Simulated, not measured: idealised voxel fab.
Process module name: voxel spacer lines
Xsec cut, 295 nm wide, square cell size 5 nm.
Cross-section format: a grid of square cells, given as bands from top to bottom; each band is one or more rows of cells.
First you get the band's top height and its bottom height, in nm, and then the materials it's made of, left to right, with each width in nm. If you see a single material with "edge to edge", that one covers the band edge to edge. "air" is empty space.
We count height from 0. Below that, the starting wafer is all one material. The lowest band never ends at the bottom but goes on down; see "0 down" for how that is written.
Quick explanation for "30->40": the width changes in equal steps down the rows of cells, from the first number in the band's top row to the second number in its bottom row.
"stayed the same", as given for a step, is the statement that not any cell of the cross-section underwent a change during that step.
Closed empty spaces (no open way to the top) of 8 cells or more are what "Closed cavity list" lists, each as width x height at distance from the left edge, nm for all three.
Anything after a step's settings on that line? It's the simulator's own note about the step.
On any step carrying a mask, the "overlay nm" setting, if present on the step's line, tells how far right of its planned place the mask lay; negative values point to the left.

**The following list gives the planned process steps**
1) RECEIVE (material Si)
2) CONFORMAL_DEP (material Al2O3; thk nm 10)
3) DIRECTIONAL_DEP (material SiN; thk nm 20)
4) DIRECTIONAL_DEP (material aC; thk nm 30)
5) PATTERN (tone cover; mask id MANDREL; material resist; width nm 15; pitch nm 60; thk nm 40; overlay nm 0)
6) DIRECTIONAL_ETCH (etch materials aC; depth nm 30)
7) STRIP (etch materials resist)
8) CONFORMAL_DEP (material SiO2; thk nm 15)
9) DIRECTIONAL_ETCH (etch materials SiO2; depth nm 15)
10) STRIP (etch materials aC)
11) DIRECTIONAL_ETCH (etch materials SiN; depth nm 20)
12) STRIP (etch materials SiO2)
13) FILL_DEP (material SiO2; thk nm 10)
14) CMP (height nm 30)
Same starting wafers, different width nm at step 5. Plan value belongs to the first wafer.

**Received condition of the first of several wafers, sectioned: post-step 1**
> 0 down: Si edge to edge
> Closed cavity list: none

**The figure below presents a cross-section of the first of several wafers at the conclusion of the module, following its last step, step 14**
> 30 to 10: SiO2 (65) / SiN (15) / SiO2 (15) / SiN (15) / SiO2 (15) / SiN (15) / SiO2 (15) / SiN (15) / SiO2 (15) / SiN (15) / SiO2 (15) / SiN (15) / SiO2 (65)
> 10 to 0: Al2O3 edge to edge
> 0 down: Si edge to edge
> Closed cavity list: none

**Here we cross-sectioned the last of the wafers once the module was done**
> 30 to 10: SiO2 (60) / SiN (15) / SiO2 (30) / SiN (30) / SiO2 (30) / SiN (30) / SiO2 (30) / SiN (15) / SiO2 (55)
> 10 to 0: Al2O3 edge to edge
> 0 down: Si edge to edge
> Closed cavity list: none

**Heads up, this table goes wafer by wafer. A row tells you, at the end of the module, how many cells of each material that wafer has put on (+) or dropped (-) since it was received, and then its closed voids**
width nm 15 | +118 Al2O3 | +72 SiN | +164 SiO2 | Closed cavity list: none
width nm 20 | +118 Al2O3 | +72 SiN | +164 SiO2 | Closed cavity list: none
width nm 25 | +118 Al2O3 | +72 SiN | +164 SiO2 | Closed cavity list: none
width nm 30 | +118 Al2O3 | +72 SiN | +164 SiO2 | Closed cavity list: none
